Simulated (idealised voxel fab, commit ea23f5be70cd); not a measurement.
The process module presented herein is designated voxel gate over fins.
Displayed cross-section: cut, width of 235 nm, square cells sized 5 nm.
A cross-section is written here as square cells arranged in a grid, and it is given in bands from the top down, each band taking up one or more rows of cells.
For a band, the entry starts with two heights in nm, that of the top and then that of the bottom, and carries on with the band's materials in order from left to right, each alongside its width in nm; the word "throughout" beside a single material means it fills the band edge to edge, and "blank" means empty space.
It should be noted that heights are counted from 0, beneath which the wafer as supplied is of one material throughout, and that the lowest band possesses no lower boundary but continues downward, as written in "from 0 down".
Think of "30 to 40" as a width that walks from the first number to the second as you go down the band, top row to bottom row, taking equal-sized steps from row to row.
Step note "all unchanged" = no cross-section cell changed.
Each empty space that has no open way to the top and spans at least 8 cells appears under "Closed empty spaces" as width x height at distance, the distance counted from the left edge, all in nm.
Formally, on a step line, whatever follows the settings is a remark that the simulator itself makes on the step.
overlay nm: for a step with a mask, the amount by which the mask lay right of where it was planned; a negative amount means left of it.
THE STEPS PLANNED FOR THE PROCESS ARE AS FOLLOWS
step 1: RECEIVE [material Si]
step 2: CONFORMAL_DEP [material SiN] [thk nm 10]
step 3: DIRECTIONAL_DEP [material aC] [thk nm 15]
step 4: PATTERN [tone cover] [mask id FINS] [material resist] [width nm 15] [pitch nm 50] [thk nm 30] [overlay nm 0]
step 5: DIRECTIONAL_ETCH [etch materials aC] [depth nm 15]
step 6: STRIP [etch materials resist]
step 7: DIRECTIONAL_ETCH [etch materials SiN] [depth nm 10]
step 8: DIRECTIONAL_ETCH [etch materials Si] [depth nm 30]
step 9: STRIP [etch materials aC]
step 10: FILL_DEP [material SiO2] [thk nm 5]
step 11: CMP [height nm 10]
step 12: DIRECTIONAL_DEP [material aC] [thk nm 15]
step 13: PATTERN [tone open] [mask id RAIL] [material resist] [width nm 15] [thk nm 30] [overlay nm 0]
step 14: DIRECTIONAL_ETCH [etch materials aC] [depth nm 15]
step 15: STRIP [etch materials resist]
step 16: DIRECTIONAL_ETCH [etch materials SiO2] [depth nm 35]
step 17: STRIP [etch materials aC]
step 18: CONFORMAL_DEP [material TiN] [thk nm 5]
step 19: FILL_DEP [material W] [thk nm 10]
step 20: CMP [height nm 10]
step 21: SELECTIVE_ETCH [etch materials W Ru TiN] [depth nm 25]
step 22: FILL_DEP [material SiO2] [thk nm 5]
step 23: CMP [height nm 10]
step 24: SELECTIVE_ETCH [etch materials SiO2] [depth nm 20]
step 25: STRIP [etch materials SiN]
step 26: CONFORMAL_DEP [material HfO2] [thk nm 5]
step 27: CONFORMAL_DEP [material TiN] [thk nm 5]
step 28: FILL_DEP [material W] [thk nm 10]
step 29: CMP [height nm 15]
step 30: CONFORMAL_DEP [material SiCN] [thk nm 10]
FIRST WAFER OF TWO (RUN AS PLANNED)
SO THIS IS THE INCOMING WAFER IN CROSS-SECTION - IT'S ALREADY BEEN THROUGH STEP 1
	from 0 down = Si throughout
	Closed empty spaces: none
AFTER STEP 2: WAFER CROSS-SECTION
	from 10 to 0 = SiN throughout
	For the remainder of the cross-section, below 0, there is no change.
AFTER STEP 3: WAFER CROSS-SECTION
	from 25 to 10 = aC throughout
	For the remainder of the cross-section, below 10, there is no change.
AFTER STEP 4: WAFER CROSS-SECTION
	from 55 to 25 = 60 nm blank, then 15 nm resist, then 35 nm blank, then 15 nm resist, then 35 nm blank, then 15 nm resist, then 60 nm blank
	For the remainder of the cross-section, below 25, there is no change.
AFTER STEP 5: WAFER CROSS-SECTION
	from 40 to 25 = 60 nm blank, then 15 nm resist, then 35 nm blank, then 15 nm resist, then 35 nm blank, then 15 nm resist, then 60 nm blank
	from 25 to 10 = 60 nm blank, then 15 nm aC, then 35 nm blank, then 15 nm aC, then 35 nm blank, then 15 nm aC, then 60 nm blank
	For the remainder of the cross-section, below 10, there is no change.
AFTER STEP 6: WAFER CROSS-SECTION
	from 25 to 10 = 60 nm blank, then 15 nm aC, then 35 nm blank, then 15 nm aC, then 35 nm blank, then 15 nm aC, then 60 nm blank
	For the remainder of the cross-section, below 10, there is no change.
AFTER STEP 7: WAFER CROSS-SECTION
	from 25 to 10 = 60 nm blank, then 15 nm aC, then 35 nm blank, then 15 nm aC, then 35 nm blank, then 15 nm aC, then 60 nm blank
	from 10 to 0 = 60 nm blank, then 15 nm SiN, then 35 nm blank, then 15 nm SiN, then 35 nm blank, then 15 nm SiN, then 60 nm blank
	For the remainder of the cross-section, below 0, there is no change.
AFTER STEP 8: WAFER CROSS-SECTION
	from 25 to 10 = 60 nm blank, then 15 nm aC, then 35 nm blank, then 15 nm aC, then 35 nm blank, then 15 nm aC, then 60 nm blank
	from 10 to 0 = 60 nm blank, then 15 nm SiN, then 35 nm blank, then 15 nm SiN, then 35 nm blank, then 15 nm SiN, then 60 nm blank
	from 0 to -30 = 60 nm blank, then 15 nm Si, then 35 nm blank, then 15 nm Si, then 35 nm blank, then 15 nm Si, then 60 nm blank
	For the remainder of the cross-section, below -30, there is no change.
AFTER STEP 9: WAFER CROSS-SECTION
	from 10 to 0 = 60 nm blank, then 15 nm SiN, then 35 nm blank, then 15 nm SiN, then 35 nm blank, then 15 nm SiN, then 60 nm blank
	For the remainder of the cross-section, below 0, there is no change.
AFTER STEP 10: WAFER CROSS-SECTION
	from 15 to 10 = SiO2 throughout
	from 10 to 0 = 60 nm SiO2, then 15 nm SiN, then 35 nm SiO2, then 15 nm SiN, then 35 nm SiO2, then 15 nm SiN, then 60 nm SiO2
	from 0 to -30 = 60 nm SiO2, then 15 nm Si, then 35 nm SiO2, then 15 nm Si, then 35 nm SiO2, then 15 nm Si, then 60 nm SiO2
	For the remainder of the cross-section, below -30, there is no change.
AFTER STEP 11: WAFER CROSS-SECTION
	from 10 to 0 = 60 nm SiO2, then 15 nm SiN, then 35 nm SiO2, then 15 nm SiN, then 35 nm SiO2, then 15 nm SiN, then 60 nm SiO2
	For the remainder of the cross-section, below 0, there is no change.
AFTER STEP 12: WAFER CROSS-SECTION
	from 25 to 10 = aC throughout
	For the remainder of the cross-section, below 10, there is no change.
AFTER STEP 13: WAFER CROSS-SECTION
	from 55 to 25 = 85 nm resist, then 15 nm blank, then 135 nm resist
	For the remainder of the cross-section, below 25, there is no change.
AFTER STEP 14: WAFER CROSS-SECTION
	from 40 to 25 = 85 nm resist, then 15 nm blank, then 135 nm resist
	from 25 to 10 = 85 nm aC, then 15 nm blank, then 135 nm aC
	For the remainder of the cross-section, below 10, there is no change.
AFTER STEP 15: WAFER CROSS-SECTION
	from 25 to 10 = 85 nm aC, then 15 nm blank, then 135 nm aC
	For the remainder of the cross-section, below 10, there is no change.
AFTER STEP 16: WAFER CROSS-SECTION
	from 25 to 10 = 85 nm aC, then 15 nm blank, then 135 nm aC
	from 10 to 0 = 60 nm SiO2, then 15 nm SiN, then 10 nm SiO2, then 15 nm blank, then 10 nm SiO2, then 15 nm SiN, then 35 nm SiO2, then 15 nm SiN, then 60 nm SiO2
	from 0 to -25 = 60 nm SiO2, then 15 nm Si, then 10 nm SiO2, then 15 nm blank, then 10 nm SiO2, then 15 nm Si, then 35 nm SiO2, then 15 nm Si, then 60 nm SiO2
	For the remainder of the cross-section, below -25, there is no change.
AFTER STEP 17: WAFER CROSS-SECTION
	from 10 to 0 = 60 nm SiO2, then 15 nm SiN, then 10 nm SiO2, then 15 nm blank, then 10 nm SiO2, then 15 nm SiN, then 35 nm SiO2, then 15 nm SiN, then 60 nm SiO2
	For the remainder of the cross-section, below 0, there is no change.
AFTER STEP 18: WAFER CROSS-SECTION
	from 15 to 10 = 90 nm TiN, then 5 nm blank, then 140 nm TiN
	from 10 to 0 = 60 nm SiO2, then 15 nm SiN, then 10 nm SiO2, then 5 nm TiN, then 5 nm blank, then 5 nm TiN, then 10 nm SiO2, then 15 nm SiN, then 35 nm SiO2, then 15 nm SiN, then 60 nm SiO2
	from 0 to -20 = 60 nm SiO2, then 15 nm Si, then 10 nm SiO2, then 5 nm TiN, then 5 nm blank, then 5 nm TiN, then 10 nm SiO2, then 15 nm Si, then 35 nm SiO2, then 15 nm Si, then 60 nm SiO2
	from -20 to -25 = 60 nm SiO2, then 15 nm Si, then 10 nm SiO2, then 15 nm TiN, then 10 nm SiO2, then 15 nm Si, then 35 nm SiO2, then 15 nm Si, then 60 nm SiO2
	For the remainder of the cross-section, below -25, there is no change.
AFTER STEP 19: WAFER CROSS-SECTION
	from 25 to 15 = W throughout
	from 15 to 10 = 90 nm TiN, then 5 nm W, then 140 nm TiN
	from 10 to 0 = 60 nm SiO2, then 15 nm SiN, then 10 nm SiO2, then 5 nm TiN, then 5 nm W, then 5 nm TiN, then 10 nm SiO2, then 15 nm SiN, then 35 nm SiO2, then 15 nm SiN, then 60 nm SiO2
	from 0 to -20 = 60 nm SiO2, then 15 nm Si, then 10 nm SiO2, then 5 nm TiN, then 5 nm W, then 5 nm TiN, then 10 nm SiO2, then 15 nm Si, then 35 nm SiO2, then 15 nm Si, then 60 nm SiO2
	For the remainder of the cross-section, below -20, there is no change.
AFTER STEP 20: WAFER CROSS-SECTION
	from 10 to 0 = 60 nm SiO2, then 15 nm SiN, then 10 nm SiO2, then 5 nm TiN, then 5 nm W, then 5 nm TiN, then 10 nm SiO2, then 15 nm SiN, then 35 nm SiO2, then 15 nm SiN, then 60 nm SiO2
	For the remainder of the cross-section, below 0, there is no change.
AFTER STEP 21: WAFER CROSS-SECTION
	from 10 to 0 = 60 nm SiO2, then 15 nm SiN, then 10 nm SiO2, then 15 nm blank, then 10 nm SiO2, then 15 nm SiN, then 35 nm SiO2, then 15 nm SiN, then 60 nm SiO2
	from 0 to -15 = 60 nm SiO2, then 15 nm Si, then 10 nm SiO2, then 15 nm blank, then 10 nm SiO2, then 15 nm Si, then 35 nm SiO2, then 15 nm Si, then 60 nm SiO2
	For the remainder of the cross-section, below -15, there is no change.
AFTER STEP 22: WAFER CROSS-SECTION
	from 15 to 10 = SiO2 throughout
	from 10 to 0 = 60 nm SiO2, then 15 nm SiN, then 35 nm SiO2, then 15 nm SiN, then 35 nm SiO2, then 15 nm SiN, then 60 nm SiO2
	from 0 to -15 = 60 nm SiO2, then 15 nm Si, then 35 nm SiO2, then 15 nm Si, then 35 nm SiO2, then 15 nm Si, then 60 nm SiO2
	For the remainder of the cross-section, below -15, there is no change.
AFTER STEP 23: WAFER CROSS-SECTION
	from 10 to 0 = 60 nm SiO2, then 15 nm SiN, then 35 nm SiO2, then 15 nm SiN, then 35 nm SiO2, then 15 nm SiN, then 60 nm SiO2
	For the remainder of the cross-section, below 0, there is no change.
AFTER STEP 24: WAFER CROSS-SECTION
	from 10 to 0 = 60 nm blank, then 15 nm SiN, then 35 nm blank, then 15 nm SiN, then 35 nm blank, then 15 nm SiN, then 60 nm blank
	from 0 to -10 = 60 nm blank, then 15 nm Si, then 35 nm blank, then 15 nm Si, then 35 nm blank, then 15 nm Si, then 60 nm blank
	For the remainder of the cross-section, below -10, there is no change.
AFTER STEP 25: WAFER CROSS-SECTION
	from 0 to -10 = 60 nm blank, then 15 nm Si, then 35 nm blank, then 15 nm Si, then 35 nm blank, then 15 nm Si, then 60 nm blank
	For the remainder of the cross-section, below -10, there is no change.
AFTER STEP 26: WAFER CROSS-SECTION
	from 5 to 0 = 55 nm blank, then 25 nm HfO2, then 25 nm blank, then 25 nm HfO2, then 25 nm blank, then 25 nm HfO2, then 55 nm blank
	from 0 to -5 = 55 nm blank, then 5 nm HfO2, then 15 nm Si, then 5 nm HfO2, then 25 nm blank, then 5 nm HfO2, then 15 nm Si, then 5 nm HfO2, then 25 nm blank, then 5 nm HfO2, then 15 nm Si, then 5 nm HfO2, then 55 nm blank
	from -5 to -10 = 60 nm HfO2, then 15 nm Si, then 35 nm HfO2, then 15 nm Si, then 35 nm HfO2, then 15 nm Si, then 60 nm HfO2
	For the remainder of the cross-section, below -10, there is no change.
AFTER STEP 27: WAFER CROSS-SECTION
	from 10 to 5 = 50 nm blank, then 35 nm TiN, then 15 nm blank, then 35 nm TiN, then 15 nm blank, then 35 nm TiN, then 50 nm blank
	from 5 to 0 = 50 nm blank, then 5 nm TiN, then 25 nm HfO2, then 5 nm TiN, then 15 nm blank, then 5 nm TiN, then 25 nm HfO2, then 5 nm TiN, then 15 nm blank, then 5 nm TiN, then 25 nm HfO2, then 5 nm TiN, then 50 nm blank
	from 0 to -5 = 55 nm TiN, then 5 nm HfO2, then 15 nm Si, then 5 nm HfO2, then 25 nm TiN, then 5 nm HfO2, then 15 nm Si, then 5 nm HfO2, then 25 nm TiN, then 5 nm HfO2, then 15 nm Si, then 5 nm HfO2, then 55 nm TiN
	For the remainder of the cross-section, below -5, there is no change.
AFTER STEP 28: WAFER CROSS-SECTION
	from 20 to 10 = W throughout
	from 10 to 5 = 50 nm W, then 35 nm TiN, then 15 nm W, then 35 nm TiN, then 15 nm W, then 35 nm TiN, then 50 nm W
	from 5 to 0 = 50 nm W, then 5 nm TiN, then 25 nm HfO2, then 5 nm TiN, then 15 nm W, then 5 nm TiN, then 25 nm HfO2, then 5 nm TiN, then 15 nm W, then 5 nm TiN, then 25 nm HfO2, then 5 nm TiN, then 50 nm W
	For the remainder of the cross-section, below 0, there is no change.
AFTER STEP 29: WAFER CROSS-SECTION
	from 15 to 10 = W throughout
	For the remainder of the cross-section, below 10, there is no change.
AFTER STEP 30: WAFER CROSS-SECTION
	from 25 to 15 = SiCN throughout
	For the remainder of the cross-section, below 15, there is no change.
WAFER TWO. SAME START, SAME PLAN, ONE SLIP IN EXECUTION. SAME AS WAFER ONE THROUGH STEP 12, INCLUSIVE
THE SECOND WAFER IN CROSS-SECTION, AT THE PLANNED CLOSE OF STEP 13
	from 55 to 25 = 80 nm resist, then 25 nm blank, then 130 nm resist
	For the remainder of the cross-section, below 25, there is no change.
THE SECOND WAFER IN CROSS-SECTION, AT THE PLANNED CLOSE OF STEP 14
	from 40 to 25 = 80 nm resist, then 25 nm blank, then 130 nm resist
	from 25 to 10 = 80 nm aC, then 25 nm blank, then 130 nm aC
	For the remainder of the cross-section, below 10, there is no change.
THE SECOND WAFER IN CROSS-SECTION, AT THE PLANNED CLOSE OF STEP 15
	from 25 to 10 = 80 nm aC, then 25 nm blank, then 130 nm aC
	For the remainder of the cross-section, below 10, there is no change.
THE SECOND WAFER IN CROSS-SECTION, AT THE PLANNED CLOSE OF STEP 16
	from 25 to 10 = 80 nm aC, then 25 nm blank, then 130 nm aC
	from 10 to 0 = 60 nm SiO2, then 15 nm SiN, then 5 nm SiO2, then 25 nm blank, then 5 nm SiO2, then 15 nm SiN, then 35 nm SiO2, then 15 nm SiN, then 60 nm SiO2
	from 0 to -25 = 60 nm SiO2, then 15 nm Si, then 5 nm SiO2, then 25 nm blank, then 5 nm SiO2, then 15 nm Si, then 35 nm SiO2, then 15 nm Si, then 60 nm SiO2
	For the remainder of the cross-section, below -25, there is no change.
THE SECOND WAFER IN CROSS-SECTION, AT THE PLANNED CLOSE OF STEP 17
	from 10 to 0 = 60 nm SiO2, then 15 nm SiN, then 5 nm SiO2, then 25 nm blank, then 5 nm SiO2, then 15 nm SiN, then 35 nm SiO2, then 15 nm SiN, then 60 nm SiO2
	For the remainder of the cross-section, below 0, there is no change.
THE SECOND WAFER IN CROSS-SECTION, AT THE PLANNED CLOSE OF STEP 18
	from 15 to 10 = 85 nm TiN, then 15 nm blank, then 135 nm TiN
	from 10 to 0 = 60 nm SiO2, then 15 nm SiN, then 5 nm SiO2, then 5 nm TiN, then 15 nm blank, then 5 nm TiN, then 5 nm SiO2, then 15 nm SiN, then 35 nm SiO2, then 15 nm SiN, then 60 nm SiO2
	from 0 to -20 = 60 nm SiO2, then 15 nm Si, then 5 nm SiO2, then 5 nm TiN, then 15 nm blank, then 5 nm TiN, then 5 nm SiO2, then 15 nm Si, then 35 nm SiO2, then 15 nm Si, then 60 nm SiO2
	from -20 to -25 = 60 nm SiO2, then 15 nm Si, then 5 nm SiO2, then 25 nm TiN, then 5 nm SiO2, then 15 nm Si, then 35 nm SiO2, then 15 nm Si, then 60 nm SiO2
	For the remainder of the cross-section, below -25, there is no change.
THE SECOND WAFER IN CROSS-SECTION, AT THE PLANNED CLOSE OF STEP 19
	from 25 to 15 = W throughout
	from 15 to 10 = 85 nm TiN, then 15 nm W, then 135 nm TiN
	from 10 to 0 = 60 nm SiO2, then 15 nm SiN, then 5 nm SiO2, then 5 nm TiN, then 15 nm W, then 5 nm TiN, then 5 nm SiO2, then 15 nm SiN, then 35 nm SiO2, then 15 nm SiN, then 60 nm SiO2
	from 0 to -20 = 60 nm SiO2, then 15 nm Si, then 5 nm SiO2, then 5 nm TiN, then 15 nm W, then 5 nm TiN, then 5 nm SiO2, then 15 nm Si, then 35 nm SiO2, then 15 nm Si, then 60 nm SiO2
	For the remainder of the cross-section, below -20, there is no change.
THE SECOND WAFER IN CROSS-SECTION, AT THE PLANNED CLOSE OF STEP 20
	from 10 to 0 = 60 nm SiO2, then 15 nm SiN, then 5 nm SiO2, then 5 nm TiN, then 15 nm W, then 5 nm TiN, then 5 nm SiO2, then 15 nm SiN, then 35 nm SiO2, then 15 nm SiN, then 60 nm SiO2
	For the remainder of the cross-section, below 0, there is no change.
THE SECOND WAFER IN CROSS-SECTION, AT THE PLANNED CLOSE OF STEP 21
	from 10 to 0 = 60 nm SiO2, then 15 nm SiN, then 5 nm SiO2, then 25 nm blank, then 5 nm SiO2, then 15 nm SiN, then 35 nm SiO2, then 15 nm SiN, then 60 nm SiO2
	from 0 to -15 = 60 nm SiO2, then 15 nm Si, then 5 nm SiO2, then 25 nm blank, then 5 nm SiO2, then 15 nm Si, then 35 nm SiO2, then 15 nm Si, then 60 nm SiO2
	For the remainder of the cross-section, below -15, there is no change.
THE SECOND WAFER IN CROSS-SECTION, AT THE PLANNED CLOSE OF STEP 22
	from 15 to 10 = SiO2 throughout
	from 10 to 0 = 60 nm SiO2, then 15 nm SiN, then 35 nm SiO2, then 15 nm SiN, then 35 nm SiO2, then 15 nm SiN, then 60 nm SiO2
	from 0 to -15 = 60 nm SiO2, then 15 nm Si, then 35 nm SiO2, then 15 nm Si, then 35 nm SiO2, then 15 nm Si, then 60 nm SiO2
	For the remainder of the cross-section, below -15, there is no change.
THE SECOND WAFER IN CROSS-SECTION, AT THE PLANNED CLOSE OF STEP 23
	from 10 to 0 = 60 nm SiO2, then 15 nm SiN, then 35 nm SiO2, then 15 nm SiN, then 35 nm SiO2, then 15 nm SiN, then 60 nm SiO2
	For the remainder of the cross-section, below 0, there is no change.
THE SECOND WAFER IN CROSS-SECTION, AT THE PLANNED CLOSE OF STEP 24
	from 10 to 0 = 60 nm blank, then 15 nm SiN, then 35 nm blank, then 15 nm SiN, then 35 nm blank, then 15 nm SiN, then 60 nm blank
	from 0 to -10 = 60 nm blank, then 15 nm Si, then 35 nm blank, then 15 nm Si, then 35 nm blank, then 15 nm Si, then 60 nm blank
	For the remainder of the cross-section, below -10, there is no change.
THE SECOND WAFER IN CROSS-SECTION, AT THE PLANNED CLOSE OF STEP 25
	from 0 to -10 = 60 nm blank, then 15 nm Si, then 35 nm blank, then 15 nm Si, then 35 nm blank, then 15 nm Si, then 60 nm blank
	For the remainder of the cross-section, below -10, there is no change.
THE SECOND WAFER IN CROSS-SECTION, AT THE PLANNED CLOSE OF STEP 26
	from 5 to 0 = 55 nm blank, then 25 nm HfO2, then 25 nm blank, then 25 nm HfO2, then 25 nm blank, then 25 nm HfO2, then 55 nm blank
	from 0 to -5 = 55 nm blank, then 5 nm HfO2, then 15 nm Si, then 5 nm HfO2, then 25 nm blank, then 5 nm HfO2, then 15 nm Si, then 5 nm HfO2, then 25 nm blank, then 5 nm HfO2, then 15 nm Si, then 5 nm HfO2, then 55 nm blank
	from -5 to -10 = 60 nm HfO2, then 15 nm Si, then 35 nm HfO2, then 15 nm Si, then 35 nm HfO2, then 15 nm Si, then 60 nm HfO2
	For the remainder of the cross-section, below -10, there is no change.
THE SECOND WAFER IN CROSS-SECTION, AT THE PLANNED CLOSE OF STEP 27
	from 10 to 5 = 50 nm blank, then 35 nm TiN, then 15 nm blank, then 35 nm TiN, then 15 nm blank, then 35 nm TiN, then 50 nm blank
	from 5 to 0 = 50 nm blank, then 5 nm TiN, then 25 nm HfO2, then 5 nm TiN, then 15 nm blank, then 5 nm TiN, then 25 nm HfO2, then 5 nm TiN, then 15 nm blank, then 5 nm TiN, then 25 nm HfO2, then 5 nm TiN, then 50 nm blank
	from 0 to -5 = 55 nm TiN, then 5 nm HfO2, then 15 nm Si, then 5 nm HfO2, then 25 nm TiN, then 5 nm HfO2, then 15 nm Si, then 5 nm HfO2, then 25 nm TiN, then 5 nm HfO2, then 15 nm Si, then 5 nm HfO2, then 55 nm TiN
	For the remainder of the cross-section, below -5, there is no change.
THE SECOND WAFER IN CROSS-SECTION, AT THE PLANNED CLOSE OF STEP 28
	from 20 to 10 = W throughout
	from 10 to 5 = 50 nm W, then 35 nm TiN, then 15 nm W, then 35 nm TiN, then 15 nm W, then 35 nm TiN, then 50 nm W
	from 5 to 0 = 50 nm W, then 5 nm TiN, then 25 nm HfO2, then 5 nm TiN, then 15 nm W, then 5 nm TiN, then 25 nm HfO2, then 5 nm TiN, then 15 nm W, then 5 nm TiN, then 25 nm HfO2, then 5 nm TiN, then 50 nm W
	For the remainder of the cross-section, below 0, there is no change.
THE SECOND WAFER IN CROSS-SECTION, AT THE PLANNED CLOSE OF STEP 29
	from 15 to 10 = W throughout
	For the remainder of the cross-section, below 10, there is no change.
THE SECOND WAFER IN CROSS-SECTION, AT THE PLANNED CLOSE OF STEP 30
	from 25 to 15 = SiCN throughout
	For the remainder of the cross-section, below 15, there is no change.
What was the processing mistake? heads up, step 13 didn't go per plan, it actually ran as PATTERN [tone open] [mask id RAIL] [material resist] [width nm 25] [thk nm 30] [overlay nm 0]
The closing comparison, in cells, has the second wafer with more or fewer of some materials than the first: -4 SiO2; +2 TiN; +2 W
